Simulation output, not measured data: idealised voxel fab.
Documented hereafter: the process module known as voxel fin reveal.
FYI the section here is cut, 255 nm wide, cells are 5 nm squares.
Square cells in a grid make up a cross-section in this document, and the grid is given as bands, listed from the top down, each one or more rows of cells. This entry defines a band. It first specifies the height of the band's top and the height of its bottom in nm, and then specifies the band's materials from left to right, stating each material with its width in nm. The word "full width" identifies a single material that fills the band from edge to edge, while the word "empty" identifies empty space. All heights in this document are referenced to 0, defined as the level beneath which the wafer, as received, consists entirely of one material. The lowest band is not bounded below; it extends indefinitely downward and is written in the form "0 and below". You'd read "30..40" like this: the band's top row of cells is as wide as the first number, its bottom row is as wide as the second, and going down, every row changes width by the same amount as the row before did. Reading "no alterations made" for a step: not a cell of the cross-section changed in it. Any empty space of 8 cells or more lacking an open way to the top shows up in "Closed voids list" as width x height at distance, distance from the left edge, in nm. If you see something after the settings on a step's line, that's the simulator's own remark about that step. You can add "overlay nm" to a step's line. For a step with a mask, it describes how far the mask lay to the right of its planned position, and a negative number describes a lay to the left.
# plan
1: RECEIVE (material Si)
2: CONFORMAL_DEP (material SiN; thk nm 5)
3: DIRECTIONAL_DEP (material aC; thk nm 10)
4: PATTERN (tone cover; mask id FINS; material resist; width nm 15; pitch nm 35; thk nm 25; overlay nm 0)
5: DIRECTIONAL_ETCH (etch materials aC; depth nm 10)
6: STRIP (etch materials resist)
7: DIRECTIONAL_ETCH (etch materials SiN; depth nm 5)
8: DIRECTIONAL_ETCH (etch materials Si; depth nm 30)
9: STRIP (etch materials aC)
10: FILL_DEP (material SiO2; thk nm 15)
11: CMP (height nm 5)
12: SELECTIVE_ETCH (etch materials SiO2; depth nm 15)
13: STRIP (etch materials SiN)
14: CONFORMAL_DEP (material HfO2; thk nm 5)
# As-received wafer cross-section (after step 1)
- 0 and below  Si full width
- Closed voids list: none
# Same starting wafer, same plan as above, one mistake in the execution; this is the cross-section at the end of the module
- 5 down to 0  empty 80 nm / HfO2 25 nm / empty 10 nm / HfO2 25 nm / empty 10 nm / HfO2 25 nm / empty 80 nm
- 0 down to -5  empty 80 nm / HfO2 5 nm / Si 15 nm / HfO2 5 nm / empty 10 nm / HfO2 5 nm / Si 15 nm / HfO2 5 nm / empty 10 nm / HfO2 5 nm / Si 15 nm / HfO2 5 nm / empty 80 nm
- -5 down to -10  HfO2 75 nm / empty 5 nm / HfO2 5 nm / Si 15 nm / HfO2 5 nm / empty 10 nm / HfO2 5 nm / Si 15 nm / HfO2 5 nm / empty 10 nm / HfO2 5 nm / Si 15 nm / HfO2 5 nm / empty 5 nm / HfO2 75 nm
- -10 down to -15  SiO2 70 nm / HfO2 15 nm / Si 15 nm / HfO2 20 nm / Si 15 nm / HfO2 20 nm / Si 15 nm / HfO2 15 nm / SiO2 70 nm
- -15 down to -30  SiO2 85 nm / Si 15 nm / SiO2 20 nm / Si 15 nm / SiO2 20 nm / Si 15 nm / SiO2 85 nm
- -30 and below  Si full width
- Closed voids list: none
Finding, execution versus plan: step 12 ran in the slot meant for step 13, and vice versa
